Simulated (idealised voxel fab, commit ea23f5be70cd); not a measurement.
The document below concerns the process module designated voxel tone inversion.
The width of the displayed cross-section, cut, is 155 nm; its cells are square, with a size of 5 nm.
Cross-section, as written here: a square-cell grid given band by band from the top down, where a band holds one or more rows of cells.
Read a band's entry like this: the first values are the height of its top and the height of its bottom in nm, and what follows is the sequence of materials from left to right, each with its width in nm. Note that "air" is empty space, and that a single material marked "everywhere" reaches across the band from edge to edge.
A quick word on heights: they are counted from 0, and under that level the wafer as it came to us is one material throughout. The lowest band is different from the rest in having no bottom; it simply continues downward, written as in "0 down".
Note: "30..40" means the width goes from the first number (top row of the band) to the second number (bottom row) in equal steps per row of cells.
"same as before" (step): cross-section cells unchanged, all of them.
"Catalogued sealed voids" lists enclosed empty spaces (at least 8 cells, no open path upward to the top), each as width x height at distance from the left edge, in nm.
The remark found on a step's line after its settings is issued by the simulator itself and pertains to that step.
overlay nm: for a step with a mask, the amount by which the mask lay right of where it was planned; a negative amount means left of it.

**Set out below are the planned steps of the process**
1. RECEIVE | material Si
2. CONFORMAL_DEP | material SiCN | thk nm 10
3. DIRECTIONAL_DEP | material aC | thk nm 25
4. PATTERN | tone cover | mask id POSTS | material resist | width nm 20 | pitch nm 40 | thk nm 30 | overlay nm 0
5. DIRECTIONAL_ETCH | etch materials aC | depth nm 25
6. STRIP | etch materials resist
7. FILL_DEP | material lowk | thk nm 5
8. CMP | height nm 35
9. STRIP | etch materials aC

**Step 1 complete: cross-section of the wafer as received**
- 0 down = Si everywhere
- Catalogued sealed voids: none

**Looking at the first of two wafers in cross-section at end of module - ran to plan**
- 35 to 10 = lowk 25  air 20  lowk 20  air 20  lowk 20  air 20  lowk 30
- 10 to 0 = SiCN everywhere
- 0 down = Si everywhere
- Catalogued sealed voids: none

**second wafer at the end: like start, like plan, one mistake**
- 35 to 25 = SiCN everywhere
- 25 to 0 = aC everywhere
- 0 down = Si everywhere
- Catalogued sealed voids: none
So what did we get wrong on this run? step 2 ran in the slot meant for step 3, and vice versa
Heads up, by the end the second wafer has more or fewer cells of some materials compared to the first: aC +155 | lowk -95
